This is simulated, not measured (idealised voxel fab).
The following is a process module called voxel wiring stack.
Square cells of 5 nm make up the cross-section cut, whose width is 180 nm.
Cross-section spec: square-cell grid; bands listed top down; each band is one or more rows. Per band: top height and bottom height in nm, followed by the left-to-right materials and their widths in nm; "everywhere" marks a single material spanning edge to edge, "air" marks empty space. All heights in this document are referenced to 0, defined as the level beneath which the wafer, as received, consists entirely of one material. The lowest band is not bounded below; it extends indefinitely downward and is written in the form "from 0 down". A two-number width, for instance "30 to 40", indicates that the width is equal to the first number in the top row of the band and to the second number in the bottom row, and that it changes by a constant amount per row of cells. No cell of the cross-section changed in a step that is given as "no alteration". "Unvented voids" enumerates empty spaces isolated from the top, with no open way to it, that contain at least 8 cells, giving each as width x height at distance from the left edge, all three in nm. If you see something after the settings on a step's line, that's the simulator's own remark about that step. Each step line may optionally specify "overlay nm", which for a step with a mask gives the rightward distance between the mask's planned place and where it lay, a negative value indicating the leftward direction.

# Steps planned for the process
- 1: RECEIVE: material Si
- 2: CONFORMAL_DEP: material SiO2, thk nm 10
- 3: DIRECTIONAL_DEP: material TiN, thk nm 5
- 4: DIRECTIONAL_DEP: material W, thk nm 20
- 5: MASKED_ETCH: tone cover, mask id METAL_1, width nm 25, pitch nm 45, etch materials W, depth nm 20, overlay nm 0
- 6: MASKED_ETCH: tone cover, mask id METAL_1, width nm 25, pitch nm 45, etch materials TiN, depth nm 5, overlay nm 0
- 7: FILL_DEP: material SiO2, thk nm 5
- 8: CMP: height nm 35
- 9: CONFORMAL_DEP: material SiCN, thk nm 5
- 10: DIRECTIONAL_DEP: material lowk, thk nm 25
- 11: DIRECTIONAL_DEP: material aC, thk nm 15
- 12: PATTERN: tone open, mask id METAL_2_HOLES, material resist, width nm 15, pitch nm 45, thk nm 30, overlay nm 0
- 13: DIRECTIONAL_ETCH: etch materials aC, depth nm 15
- 14: STRIP: etch materials resist
- 15: DIRECTIONAL_ETCH: etch materials lowk, depth nm 25
- 16: STRIP: etch materials aC
- 17: PATTERN: tone open, mask id METAL_2, material resist, width nm 25, pitch nm 45, thk nm 15, overlay nm 0
- 18: DIRECTIONAL_ETCH: etch materials lowk, depth nm 15
- 19: DIRECTIONAL_ETCH: etch materials SiCN, depth nm 5
- 20: STRIP: etch materials resist
- 21: CONFORMAL_DEP: material TiN, thk nm 5
- 22: FILL_DEP: material Cu, thk nm 10
- 23: CMP: height nm 65
- 24: CONFORMAL_DEP: material SiCN, thk nm 5
- 25: DIRECTIONAL_DEP: material SiO2, thk nm 25
- 26: MASKED_ETCH: tone open, mask id METAL_3_HOLES, width nm 15, pitch nm 45, etch materials SiO2, depth nm 25, overlay nm 0
- 27: DIRECTIONAL_DEP: material aC, thk nm 15
- 28: PATTERN: tone open, mask id METAL_3, material resist, width nm 25, pitch nm 45, thk nm 30, overlay nm 0
- 29: DIRECTIONAL_ETCH: etch materials aC, depth nm 15
- 30: STRIP: etch materials resist
- 31: DIRECTIONAL_ETCH: etch materials SiO2, depth nm 15
- 32: DIRECTIONAL_ETCH: etch materials SiCN, depth nm 5
- 33: STRIP: etch materials aC
- 34: CONFORMAL_DEP: material TiN, thk nm 5
- 35: FILL_DEP: material Cu, thk nm 5
- 36: CMP: height nm 95
- 37: CONFORMAL_DEP: material SiCN, thk nm 5

# What follows covers the first of two wafers; it ran as planned

# As-received state of the wafer in cross-section, equivalent to post-step 1
* from 0 down  Si everywhere
* Unvented voids: none

# State of the wafer after step 2, shown in cross-section
* from 10 to 0  SiO2 everywhere
* Note: structure below 0 unchanged.

# State of the wafer after step 3, shown in cross-section
* from 15 to 10  TiN everywhere
* Note: structure below 10 unchanged.

# State of the wafer after step 4, shown in cross-section
* from 35 to 15  W everywhere
* Note: structure below 15 unchanged.

# State of the wafer after step 5, shown in cross-section
* from 35 to 15  air 55 | W 25 | air 20 | W 25 | air 55
* Note: structure below 15 unchanged.

# State of the wafer after step 6, shown in cross-section
* from 35 to 15  air 55 | W 25 | air 20 | W 25 | air 55
* from 15 to 10  air 55 | TiN 25 | air 20 | TiN 25 | air 55
* Note: structure below 10 unchanged.

# State of the wafer after step 7, shown in cross-section
* from 40 to 35  SiO2 everywhere
* from 35 to 15  SiO2 55 | W 25 | SiO2 20 | W 25 | SiO2 55
* from 15 to 10  SiO2 55 | TiN 25 | SiO2 20 | TiN 25 | SiO2 55
* Note: structure below 10 unchanged.

# State of the wafer after step 8, shown in cross-section
* from 35 to 15  SiO2 55 | W 25 | SiO2 20 | W 25 | SiO2 55
* Note: structure below 15 unchanged.

# State of the wafer after step 9, shown in cross-section
* from 40 to 35  SiCN everywhere
* Note: structure below 35 unchanged.

# State of the wafer after step 10, shown in cross-section
* from 65 to 40  lowk everywhere
* Note: structure below 40 unchanged.

# State of the wafer after step 11, shown in cross-section
* from 80 to 65  aC everywhere
* Note: structure below 65 unchanged.

# State of the wafer after step 12, shown in cross-section
* from 110 to 80  resist 55 | air 15 | resist 30 | air 15 | resist 65
* Note: structure below 80 unchanged.

# State of the wafer after step 13, shown in cross-section
* from 95 to 80  resist 55 | air 15 | resist 30 | air 15 | resist 65
* from 80 to 65  aC 55 | air 15 | aC 30 | air 15 | aC 65
* Note: structure below 65 unchanged.

# State of the wafer after step 14, shown in cross-section
* from 80 to 65  aC 55 | air 15 | aC 30 | air 15 | aC 65
* Note: structure below 65 unchanged.

# State of the wafer after step 15, shown in cross-section
* from 80 to 65  aC 55 | air 15 | aC 30 | air 15 | aC 65
* from 65 to 40  lowk 55 | air 15 | lowk 30 | air 15 | lowk 65
* Note: structure below 40 unchanged.

# State of the wafer after step 16, shown in cross-section
* from 65 to 40  lowk 55 | air 15 | lowk 30 | air 15 | lowk 65
* Note: structure below 40 unchanged.

# State of the wafer after step 17, shown in cross-section
* from 80 to 65  resist 55 | air 25 | resist 20 | air 25 | resist 55
* Note: structure below 65 unchanged.

# State of the wafer after step 18, shown in cross-section
* from 80 to 65  resist 55 | air 25 | resist 20 | air 25 | resist 55
* from 65 to 50  lowk 55 | air 25 | lowk 20 | air 25 | lowk 55
* Note: structure below 50 unchanged.

# State of the wafer after step 19, shown in cross-section
* from 80 to 65  resist 55 | air 25 | resist 20 | air 25 | resist 55
* from 65 to 50  lowk 55 | air 25 | lowk 20 | air 25 | lowk 55
* from 50 to 40  lowk 55 | air 15 | lowk 30 | air 15 | lowk 65
* from 40 to 35  SiCN 55 | air 15 | SiCN 30 | air 15 | SiCN 65
* Note: structure below 35 unchanged.

# State of the wafer after step 20, shown in cross-section
* from 65 to 50  lowk 55 | air 25 | lowk 20 | air 25 | lowk 55
* Note: structure below 50 unchanged.

# State of the wafer after step 21, shown in cross-section
* from 70 to 65  TiN 60 | air 15 | TiN 30 | air 15 | TiN 60
* from 65 to 55  lowk 55 | TiN 5 | air 15 | TiN 5 | lowk 20 | TiN 5 | air 15 | TiN 5 | lowk 55
* from 55 to 50  lowk 55 | TiN 5 | air 5 | TiN 15 | lowk 20 | TiN 5 | air 5 | TiN 15 | lowk 55
* from 50 to 40  lowk 55 | TiN 5 | air 5 | TiN 5 | lowk 30 | TiN 5 | air 5 | TiN 5 | lowk 65
* from 40 to 35  SiCN 55 | TiN 15 | SiCN 30 | TiN 15 | SiCN 65
* Note: structure below 35 unchanged.

# State of the wafer after step 22, shown in cross-section
* from 80 to 70  Cu everywhere
* from 70 to 65  TiN 60 | Cu 15 | TiN 30 | Cu 15 | TiN 60
* from 65 to 55  lowk 55 | TiN 5 | Cu 15 | TiN 5 | lowk 20 | TiN 5 | Cu 15 | TiN 5 | lowk 55
* from 55 to 50  lowk 55 | TiN 5 | Cu 5 | TiN 15 | lowk 20 | TiN 5 | Cu 5 | TiN 15 | lowk 55
* from 50 to 40  lowk 55 | TiN 5 | Cu 5 | TiN 5 | lowk 30 | TiN 5 | Cu 5 | TiN 5 | lowk 65
* Note: structure below 40 unchanged.

# State of the wafer after step 23, shown in cross-section
* from 65 to 55  lowk 55 | TiN 5 | Cu 15 | TiN 5 | lowk 20 | TiN 5 | Cu 15 | TiN 5 | lowk 55
* Note: structure below 55 unchanged.

# State of the wafer after step 24, shown in cross-section
* from 70 to 65  SiCN everywhere
* Note: structure below 65 unchanged.

# State of the wafer after step 25, shown in cross-section
* from 95 to 70  SiO2 everywhere
* Note: structure below 70 unchanged.

# State of the wafer after step 26, shown in cross-section
* from 95 to 70  SiO2 55 | air 15 | SiO2 30 | air 15 | SiO2 65
* Note: structure below 70 unchanged.

# State of the wafer after step 27, shown in cross-section
* from 110 to 95  aC 55 | air 15 | aC 30 | air 15 | aC 65
* from 95 to 85  SiO2 55 | air 15 | SiO2 30 | air 15 | SiO2 65
* from 85 to 70  SiO2 55 | aC 15 | SiO2 30 | aC 15 | SiO2 65
* Note: structure below 70 unchanged.

# State of the wafer after step 28, shown in cross-section
* from 140 to 110  resist 55 | air 25 | resist 20 | air 25 | resist 55
* Note: structure below 110 unchanged.

# State of the wafer after step 29, shown in cross-section
* from 125 to 110  resist 55 | air 25 | resist 20 | air 25 | resist 55
* from 110 to 95  aC 55 | air 25 | aC 20 | air 25 | aC 55
* from 95 to 70  SiO2 55 | air 15 | SiO2 30 | air 15 | SiO2 65
* Note: structure below 70 unchanged.

# State of the wafer after step 30, shown in cross-section
* from 110 to 95  aC 55 | air 25 | aC 20 | air 25 | aC 55
* Note: structure below 95 unchanged.

# State of the wafer after step 31, shown in cross-section
* from 110 to 95  aC 55 | air 25 | aC 20 | air 25 | aC 55
* from 95 to 80  SiO2 55 | air 25 | SiO2 20 | air 25 | SiO2 55
* Note: structure below 80 unchanged.

# State of the wafer after step 32, shown in cross-section
* from 110 to 95  aC 55 | air 25 | aC 20 | air 25 | aC 55
* from 95 to 80  SiO2 55 | air 25 | SiO2 20 | air 25 | SiO2 55
* from 80 to 70  SiO2 55 | air 15 | SiO2 30 | air 15 | SiO2 65
* from 70 to 65  SiCN 55 | air 15 | SiCN 30 | air 15 | SiCN 65
* Note: structure below 65 unchanged.

# State of the wafer after step 33, shown in cross-section
* from 95 to 80  SiO2 55 | air 25 | SiO2 20 | air 25 | SiO2 55
* Note: structure below 80 unchanged.

# State of the wafer after step 34, shown in cross-section
* from 100 to 95  TiN 60 | air 15 | TiN 30 | air 15 | TiN 60
* from 95 to 85  SiO2 55 | TiN 5 | air 15 | TiN 5 | SiO2 20 | TiN 5 | air 15 | TiN 5 | SiO2 55
* from 85 to 80  SiO2 55 | TiN 5 | air 5 | TiN 15 | SiO2 20 | TiN 5 | air 5 | TiN 15 | SiO2 55
* from 80 to 70  SiO2 55 | TiN 5 | air 5 | TiN 5 | SiO2 30 | TiN 5 | air 5 | TiN 5 | SiO2 65
* from 70 to 65  SiCN 55 | TiN 15 | SiCN 30 | TiN 15 | SiCN 65
* Note: structure below 65 unchanged.

# State of the wafer after step 35, shown in cross-section
* from 105 to 100  Cu everywhere
* from 100 to 95  TiN 60 | Cu 15 | TiN 30 | Cu 15 | TiN 60
* from 95 to 85  SiO2 55 | TiN 5 | Cu 15 | TiN 5 | SiO2 20 | TiN 5 | Cu 15 | TiN 5 | SiO2 55
* from 85 to 80  SiO2 55 | TiN 5 | Cu 5 | TiN 15 | SiO2 20 | TiN 5 | Cu 5 | TiN 15 | SiO2 55
* from 80 to 70  SiO2 55 | TiN 5 | Cu 5 | TiN 5 | SiO2 30 | TiN 5 | Cu 5 | TiN 5 | SiO2 65
* Note: structure below 70 unchanged.

# State of the wafer after step 36, shown in cross-section
* from 95 to 85  SiO2 55 | TiN 5 | Cu 15 | TiN 5 | SiO2 20 | TiN 5 | Cu 15 | TiN 5 | SiO2 55
* Note: structure below 85 unchanged.

# State of the wafer after step 37, shown in cross-section
* from 100 to 95  SiCN everywhere
* Note: structure below 95 unchanged.

# Second wafer, same starting conditions and recipe as the first, one mistake in executing it, nothing differs from the first up to and including step 22

Cross-section, second wafer, at the end time the plan gives for step 23: no alteration

# Cross-section, second wafer, at the end time the plan gives for step 24
* from 85 to 80  SiCN everywhere
* Note: structure below 80 unchanged.

# Cross-section, second wafer, at the end time the plan gives for step 25
* from 110 to 85  SiO2 everywhere
* Note: structure below 85 unchanged.

# Cross-section, second wafer, at the end time the plan gives for step 26
* from 110 to 85  SiO2 55 | air 15 | SiO2 30 | air 15 | SiO2 65
* Note: structure below 85 unchanged.

# Cross-section, second wafer, at the end time the plan gives for step 27
* from 125 to 110  aC 55 | air 15 | aC 30 | air 15 | aC 65
* from 110 to 100  SiO2 55 | air 15 | SiO2 30 | air 15 | SiO2 65
* from 100 to 85  SiO2 55 | aC 15 | SiO2 30 | aC 15 | SiO2 65
* Note: structure below 85 unchanged.

# Cross-section, second wafer, at the end time the plan gives for step 28
* from 155 to 125  resist 55 | air 25 | resist 20 | air 25 | resist 55
* Note: structure below 125 unchanged.

# Cross-section, second wafer, at the end time the plan gives for step 29
* from 140 to 125  resist 55 | air 25 | resist 20 | air 25 | resist 55
* from 125 to 110  aC 55 | air 25 | aC 20 | air 25 | aC 55
* from 110 to 85  SiO2 55 | air 15 | SiO2 30 | air 15 | SiO2 65
* Note: structure below 85 unchanged.

# Cross-section, second wafer, at the end time the plan gives for step 30
* from 125 to 110  aC 55 | air 25 | aC 20 | air 25 | aC 55
* Note: structure below 110 unchanged.

# Cross-section, second wafer, at the end time the plan gives for step 31
* from 125 to 110  aC 55 | air 25 | aC 20 | air 25 | aC 55
* from 110 to 95  SiO2 55 | air 25 | SiO2 20 | air 25 | SiO2 55
* Note: structure below 95 unchanged.

# Cross-section, second wafer, at the end time the plan gives for step 32
* from 125 to 110  aC 55 | air 25 | aC 20 | air 25 | aC 55
* from 110 to 95  SiO2 55 | air 25 | SiO2 20 | air 25 | SiO2 55
* from 95 to 85  SiO2 55 | air 15 | SiO2 30 | air 15 | SiO2 65
* from 85 to 80  SiCN 55 | air 15 | SiCN 30 | air 15 | SiCN 65
* Note: structure below 80 unchanged.

# Cross-section, second wafer, at the end time the plan gives for step 33
* from 110 to 95  SiO2 55 | air 25 | SiO2 20 | air 25 | SiO2 55
* Note: structure below 95 unchanged.

# Cross-section, second wafer, at the end time the plan gives for step 34
* from 115 to 110  TiN 60 | air 15 | TiN 30 | air 15 | TiN 60
* from 110 to 100  SiO2 55 | TiN 5 | air 15 | TiN 5 | SiO2 20 | TiN 5 | air 15 | TiN 5 | SiO2 55
* from 100 to 95  SiO2 55 | TiN 5 | air 5 | TiN 15 | SiO2 20 | TiN 5 | air 5 | TiN 15 | SiO2 55
* from 95 to 85  SiO2 55 | TiN 5 | air 5 | TiN 5 | SiO2 30 | TiN 5 | air 5 | TiN 5 | SiO2 65
* from 85 to 80  SiCN 55 | TiN 15 | SiCN 30 | TiN 15 | SiCN 65
* Note: structure below 80 unchanged.

# Cross-section, second wafer, at the end time the plan gives for step 35
* from 120 to 115  Cu everywhere
* from 115 to 110  TiN 60 | Cu 15 | TiN 30 | Cu 15 | TiN 60
* from 110 to 100  SiO2 55 | TiN 5 | Cu 15 | TiN 5 | SiO2 20 | TiN 5 | Cu 15 | TiN 5 | SiO2 55
* from 100 to 95  SiO2 55 | TiN 5 | Cu 5 | TiN 15 | SiO2 20 | TiN 5 | Cu 5 | TiN 15 | SiO2 55
* from 95 to 85  SiO2 55 | TiN 5 | Cu 5 | TiN 5 | SiO2 30 | TiN 5 | Cu 5 | TiN 5 | SiO2 65
* Note: structure below 85 unchanged.

# Cross-section, second wafer, at the end time the plan gives for step 36
* from 95 to 85  SiO2 55 | TiN 5 | Cu 5 | TiN 5 | SiO2 30 | TiN 5 | Cu 5 | TiN 5 | SiO2 65
* Note: structure below 85 unchanged.

# Cross-section, second wafer, at the end time the plan gives for step 37
* from 100 to 95  SiCN everywhere
* Note: structure below 95 unchanged.
Short version of what went wrong: the plan's step 23 went unexecuted, having been skipped
Looking at both finished wafers in cells, the second ends up ahead of or behind the first on some materials: +64 Cu | -78 SiO2 | +14 TiN
